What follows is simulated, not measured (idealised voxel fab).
Process module in this document: voxel spacer lines
Square cell edge 5 nm, section width 295 nm, ID cut.
Cross-section = grid of square cells, listed top down in bands; band = one or more rows. Heights first: top, then bottom, in nm. Then materials, left to right, each with a width in nm. "full width" on a single material: fills the band edge to edge. "blank": empty space. Heights from 0 (as-received wafer is one material below). Bottom band endless downward, as "from 0 down". A two-number width, for instance "30..40", indicates that the width is equal to the first number in the top row of the band and to the second number in the bottom row, and that it changes by a constant amount per row of cells. Basically "no modification" means that step didn't change any cell in the cross-section. The entry titled "Closed void register" provides the empty spaces that have no open way to the top, restricted to those of 8 cells or more. Each is presented as width x height at distance, the distance being measured from the left edge, with all three in nm. Where a step's line continues beyond its settings, the continuation is a remark by the simulator itself on that step. What "overlay nm" on a step's line means: if the step has a mask, that mask lay this far to the right of its planned place, or, when the value is negative, to the left.

**Steps in the process plan**
| 1 | RECEIVE: material Si |
| 2 | CONFORMAL_DEP: material Al2O3, thk nm 10 |
| 3 | DIRECTIONAL_DEP: material TiN, thk nm 10 |
| 4 | DIRECTIONAL_DEP: material aC, thk nm 20 |
| 5 | PATTERN: tone cover, mask id MANDREL, material resist, width nm 25, pitch nm 70, thk nm 25, overlay nm -15 |
| 6 | DIRECTIONAL_ETCH: etch materials aC, depth nm 20 |
| 7 | STRIP: etch materials resist |
| 8 | CONFORMAL_DEP: material SiO2, thk nm 10 |
| 9 | DIRECTIONAL_ETCH: etch materials SiO2, depth nm 10 |
| 10 | STRIP: etch materials aC |
| 11 | DIRECTIONAL_ETCH: etch materials TiN, depth nm 10 |
| 12 | STRIP: etch materials SiO2 |
| 13 | FILL_DEP: material SiO2, thk nm 5 |
| 14 | CMP: height nm 20 |
Where the wafers of this document differ is in the overlay nm of step 5; they start out the same, and the plan states the value that applied to the first wafer.

**As-received cross-section, first of several wafers, post step 1**
	from 0 down  Si full width
	Closed void register: none

**Table: wafers, a row each; end-of-module cell change per material since receipt, gain (+), loss (-); then closed voids**
overlay nm -15; +118 Al2O3; +94 SiO2; +24 TiN; Closed void register: none
overlay nm -10; +118 Al2O3; +94 SiO2; +24 TiN; Closed void register: none
overlay nm -5; +118 Al2O3; +94 SiO2; +24 TiN; Closed void register: none
overlay nm 0; +118 Al2O3; +94 SiO2; +24 TiN; Closed void register: none
overlay nm 5; +118 Al2O3; +94 SiO2; +24 TiN; Closed void register: none
overlay nm 10; +118 Al2O3; +94 SiO2; +24 TiN; Closed void register: none
overlay nm 15; +118 Al2O3; +94 SiO2; +24 TiN; Closed void register: none
